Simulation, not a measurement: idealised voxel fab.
process module | voxel self aligned vias
cross-section cut | 190 nm wide | cells 5 nm
A cross-section is a grid of square cells, given in bands from the top down. A band is one or more rows of cells.
Each band's line starts with the height of the band's top and of its bottom, in nm. Then come its materials from left to right, each with its width in nm. One material with "throughout" fills the band from edge to edge. "air" is empty space.
Height 0 is the level under which the wafer as received is all one material. The lowest band goes on downwards, as in "0 down".
A width such as "30 to 40" changes by the same amount from each row of cells to the next, from the band's top row to its bottom row.
"no change" after a step means that no cell of the cross-section changed.
closed voids: empty space of 8 cells or more with no open way to the top, each as width x height at its distance from the left edge, in nm
after a step's settings: what the simulator itself notes on the step
overlay nm, on a step with a mask: how far to the right of its planned place the mask lay; to the left if negative
plan
1 op RECEIVE | material Si
2 op CONFORMAL_DEP | material SiO2 | thk nm 10
3 op CONFORMAL_DEP | material SiCN | thk nm 5
4 op DIRECTIONAL_DEP | material SiO2 | thk nm 25
5 op PATTERN | tone open | mask id LINES | material resist | width nm 30 | pitch nm 80 | thk nm 20 | overlay nm 0
6 op DIRECTIONAL_ETCH | etch materials SiO2 | depth nm 25
7 op STRIP | etch materials resist
8 op CONFORMAL_DEP | material TiN | thk nm 5
9 op FILL_DEP | material Ru | thk nm 10
10 op CMP | height nm 40
11 op SELECTIVE_ETCH | etch materials W Ru TiN | depth nm 10
12 op FILL_DEP | material SiN | thk nm 10
13 op CMP | height nm 40
14 op DIRECTIONAL_DEP | material SiO2 | thk nm 15
15 op MASKED_ETCH | tone open | mask id VIAS | width nm 50 | pitch nm 80 | etch materials SiO2 | depth nm 15 | overlay nm 0
16 op MASKED_ETCH | tone open | mask id VIAS | width nm 50 | pitch nm 80 | etch materials SiN | depth nm 10 | overlay nm -15
17 op CONFORMAL_DEP | material TiN | thk nm 5
18 op FILL_DEP | material Cu | thk nm 10
19 op CMP | height nm 55
20 op CONFORMAL_DEP | material SiCN | thk nm 5
varied across the wafers: overlay nm of step 16. The plan shows the first wafer's value. All wafers start alike
first wafer as received, after step 1
  0 down: Si throughout
  closed voids: none
each wafer at the end: cells of each material gained (+) or lost (-) since it was received, then its closed voids
overlay nm -15 | +44 Cu | +16 Ru | +76 SiCN | +4 SiN | +260 SiO2 | +56 TiN | closed voids: none
overlay nm -10 | +48 Cu | +16 Ru | +76 SiCN | +260 SiO2 | +56 TiN | closed voids: none
overlay nm -5 | +48 Cu | +16 Ru | +76 SiCN | +260 SiO2 | +56 TiN | closed voids: none
overlay nm 0 | +48 Cu | +16 Ru | +76 SiCN | +260 SiO2 | +56 TiN | closed voids: none
overlay nm 5 | +48 Cu | +16 Ru | +76 SiCN | +260 SiO2 | +56 TiN | closed voids: none
overlay nm 10 | +48 Cu | +16 Ru | +76 SiCN | +260 SiO2 | +56 TiN | closed voids: none
overlay nm 15 | +44 Cu | +16 Ru | +76 SiCN | +4 SiN | +260 SiO2 | +56 TiN | closed voids: none
